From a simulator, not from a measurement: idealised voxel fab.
The process module presented herein is designated voxel local oxidation.
The cross-section on display is named cut; it measures 270 nm wide, and its cells are 5 nm squares.
Notation: cross-section as square-cell grid; stated in bands, top first, going down; one or more cell rows per band.
A band entry consists of two parts. The first gives the height of the band's top and the height of its bottom, in nm. The rest lists the band's materials from left to right, each with its width in nm. A single material labelled with the word "throughout" fills the band from edge to edge, and the word "empty" marks empty space.
Beneath 0, the wafer as received is one material, and that level is where height counting begins. The lowest band goes on downward without a bottom; it is written like "from 0 down".
The expression "30 to 40" gives the width at the extremes of the band, the first number at its top row of cells and the second at its bottom row, with the width changing by equal amounts from each row to the next in between.
Reading "nothing got changed" for a step: not a cell of the cross-section changed in it.
So "Cavities, sealed" is basically the list of trapped voids: any empty space of 8 cells or more that can't reach the top through an opening. They're written width x height at distance, the distance being from the left edge, and it's all nm.
On a step's line, text after the settings is the simulator commenting on that step.
overlay nm: step with mask; distance mask lay right of planned place; negative value = left of planned place.
-- Below is the list of planned process steps
| 1 | RECEIVE,material Si |
| 2 | OXIDIZE,depth nm 5 |
| 3 | CONFORMAL_DEP,material SiN,thk nm 10 |
| 4 | DIRECTIONAL_DEP,material aC,thk nm 15 |
| 5 | PATTERN,tone cover,mask id ACTIVE,material resist,width nm 120,thk nm 30,overlay nm 0 |
| 6 | DIRECTIONAL_ETCH,etch materials aC,depth nm 15 |
| 7 | STRIP,etch materials resist |
| 8 | DIRECTIONAL_ETCH,etch materials SiN,depth nm 10 |
| 9 | STRIP,etch materials aC |
| 10 | SELECTIVE_ETCH,etch materials SiO2,depth nm 5 |
| 11 | OXIDIZE,depth nm 10 |
| 12 | STRIP,etch materials SiN |
-- First of two wafers, with the run carried out as planned
-- As received (post step 1): cross-section
- from 0 down = Si throughout
- Cavities, sealed: none
-- The wafer, seen in cross-section, after step 2
- from 0 to -5 = SiO2 throughout
- Below -5 it's all the same as before, nothing changed down there.
-- The wafer, seen in cross-section, after step 3
- from 10 to 0 = SiN throughout
- Below 0 it's all the same as before, nothing changed down there.
-- The wafer, seen in cross-section, after step 4
- from 25 to 10 = aC throughout
- Below 10 it's all the same as before, nothing changed down there.
-- The wafer, seen in cross-section, after step 5
- from 55 to 25 = 75 nm empty  120 nm resist  75 nm empty
- Below 25 it's all the same as before, nothing changed down there.
-- The wafer, seen in cross-section, after step 6
- from 40 to 25 = 75 nm empty  120 nm resist  75 nm empty
- from 25 to 10 = 75 nm empty  120 nm aC  75 nm empty
- Below 10 it's all the same as before, nothing changed down there.
-- The wafer, seen in cross-section, after step 7
- from 25 to 10 = 75 nm empty  120 nm aC  75 nm empty
- Below 10 it's all the same as before, nothing changed down there.
-- The wafer, seen in cross-section, after step 8
- from 25 to 10 = 75 nm empty  120 nm aC  75 nm empty
- from 10 to 0 = 75 nm empty  120 nm SiN  75 nm empty
- Below 0 it's all the same as before, nothing changed down there.
-- The wafer, seen in cross-section, after step 9
- from 10 to 0 = 75 nm empty  120 nm SiN  75 nm empty
- Below 0 it's all the same as before, nothing changed down there.
-- The wafer, seen in cross-section, after step 10
- from 10 to 0 = 75 nm empty  120 nm SiN  75 nm empty
- from 0 to -5 = 80 nm empty  110 nm SiO2  80 nm empty
- Below -5 it's all the same as before, nothing changed down there.
-- The wafer, seen in cross-section, after step 11
- from 10 to 0 = 75 nm empty  120 nm SiN  75 nm empty
- from 0 to -5 = 80 nm empty  110 nm SiO2  80 nm empty
- from -5 to -15 = 90 nm SiO2  90 nm Si  90 nm SiO2
- Below -15 it's all the same as before, nothing changed down there.
-- The wafer, seen in cross-section, after step 12
- from 0 to -5 = 80 nm empty  110 nm SiO2  80 nm empty
- Below -5 it's all the same as before, nothing changed down there.
-- The second wafer was prepared from the same starting point and under the same plan as the first; its processing contained one mistake, and it remains indistinguishable from the first wafer up to and including step 4
-- Look at the second wafer in cross-section at the time step 5 ought to have finished
- from 55 to 25 = 75 nm resist  120 nm empty  75 nm resist
- Below 25 it's all the same as before, nothing changed down there.
-- Look at the second wafer in cross-section at the time step 6 ought to have finished
- from 40 to 25 = 75 nm resist  120 nm empty  75 nm resist
- from 25 to 10 = 75 nm aC  120 nm empty  75 nm aC
- Below 10 it's all the same as before, nothing changed down there.
-- Look at the second wafer in cross-section at the time step 7 ought to have finished
- from 25 to 10 = 75 nm aC  120 nm empty  75 nm aC
- Below 10 it's all the same as before, nothing changed down there.
-- Look at the second wafer in cross-section at the time step 8 ought to have finished
- from 25 to 10 = 75 nm aC  120 nm empty  75 nm aC
- from 10 to 0 = 75 nm SiN  120 nm empty  75 nm SiN
- Below 0 it's all the same as before, nothing changed down there.
-- Look at the second wafer in cross-section at the time step 9 ought to have finished
- from 10 to 0 = 75 nm SiN  120 nm empty  75 nm SiN
- Below 0 it's all the same as before, nothing changed down there.
-- Look at the second wafer in cross-section at the time step 10 ought to have finished
- from 10 to 0 = 75 nm SiN  120 nm empty  75 nm SiN
- from 0 to -5 = 70 nm SiO2  130 nm empty  70 nm SiO2
- Below -5 it's all the same as before, nothing changed down there.
-- Look at the second wafer in cross-section at the time step 11 ought to have finished
- from 10 to 0 = 75 nm SiN  120 nm empty  75 nm SiN
- from 0 to -5 = 70 nm SiO2  130 nm empty  70 nm SiO2
- from -5 to -15 = 60 nm Si  150 nm SiO2  60 nm Si
- Below -15 it's all the same as before, nothing changed down there.
-- Look at the second wafer in cross-section at the time step 12 ought to have finished
- from 0 to -5 = 70 nm SiO2  130 nm empty  70 nm SiO2
- Below -5 it's all the same as before, nothing changed down there.
Heads up, the wafer didn't run the way we planned it: heads up, step 5 didn't go per plan, it actually ran as PATTERN,tone open,mask id ACTIVE,material resist,width nm 120,thk nm 30,overlay nm 0
End check, counted in cells, second wafer has more or fewer of these materials than the first: Si +12, SiO2 -6
